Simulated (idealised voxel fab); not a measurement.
Herein follows the process module entitled voxel self aligned contacts.
In the cross-section labelled cut, the width is 265 nm and each square cell is 5 nm.
A cross-section is written here as square cells arranged in a grid, and it is given in bands from the top down, each band taking up one or more rows of cells.
Look at the band entry: it leads with the top's height and the bottom's height in nm. Then it lists the materials left to right, with a width in nm for each. The word "throughout" on a single material says that material fills the band edge to edge. The word "air" is empty space.
All heights in this document are referenced to 0, defined as the level beneath which the wafer, as received, consists entirely of one material. The lowest band is not bounded below; it extends indefinitely downward and is written in the form "z 0 and below".
The two numbers in a width such as "30->40" mark its ends across the band: the first belongs to the top row of cells, the second to the bottom row, and from each row to the next the width moves by the same amount.
A step reported as "changes: none" is a step in which no cell of the cross-section changed.
"Enclosed void entries" specifies each empty space that is not open to the top and that occupies no fewer than 8 cells, using the form width x height at distance, the distance measured from the left edge and all three quantities in nm.
If you see something after the settings on a step's line, that's the simulator's own remark about that step.
"overlay nm" answers the question of how far to the right of plan the mask lay on a step that has a mask, and when it is negative the answer is to the left.

## Listed below are the process steps as planned
1 op RECEIVE | material Si
2 op CONFORMAL_DEP | material SiO2 | thk nm 5
3 op DIRECTIONAL_DEP | material polySi | thk nm 20
4 op DIRECTIONAL_DEP | material SiN | thk nm 15
5 op PATTERN | tone cover | mask id GATE | material resist | width nm 35 | pitch nm 70 | thk nm 15 | overlay nm 0
6 op DIRECTIONAL_ETCH | etch materials SiN | depth nm 15
7 op DIRECTIONAL_ETCH | etch materials polySi | depth nm 20
8 op STRIP | etch materials resist
9 op CONFORMAL_DEP | material SiN | thk nm 5
10 op DIRECTIONAL_ETCH | etch materials SiN | depth nm 5
11 op FILL_DEP | material SiO2 | thk nm 10
12 op CMP | height nm 45
13 op PATTERN | tone open | mask id CONTACT | material resist | width nm 55 | thk nm 20 | overlay nm 0
14 op DIRECTIONAL_ETCH | etch materials SiO2 | depth nm 45
15 op STRIP | etch materials resist
16 op CONFORMAL_DEP | material TiN | thk nm 5
17 op FILL_DEP | material W | thk nm 5
18 op CMP | height nm 45
19 op CONFORMAL_DEP | material SiCN | thk nm 5

## Wafer as received: cross-section following step 1
- z 0 and below: Si throughout
- Enclosed void entries: none

## a wafer at the end: this start, this plan, one mistake
- z 50 to 45: SiCN throughout
- z 45 to 35: 105 nm SiO2; 5->15 nm TiN; 45->25 nm W; 5->15 nm TiN; 105 nm SiO2
- z 35 to 25: 80 nm SiO2; 35 nm SiN; 5 nm TiN; 25 nm W; 5 nm TiN; 35 nm SiN; 80 nm SiO2
- z 25 to 5: 80 nm SiO2; 35 nm polySi; 5 nm TiN; 25 nm W; 5 nm TiN; 35 nm polySi; 80 nm SiO2
- z 5 to 0: 115 nm SiO2; 35 nm TiN; 115 nm SiO2
- z 0 and below: Si throughout
- Enclosed void entries: none
Here's what went sideways: plan step 9 was not performed, having been skipped
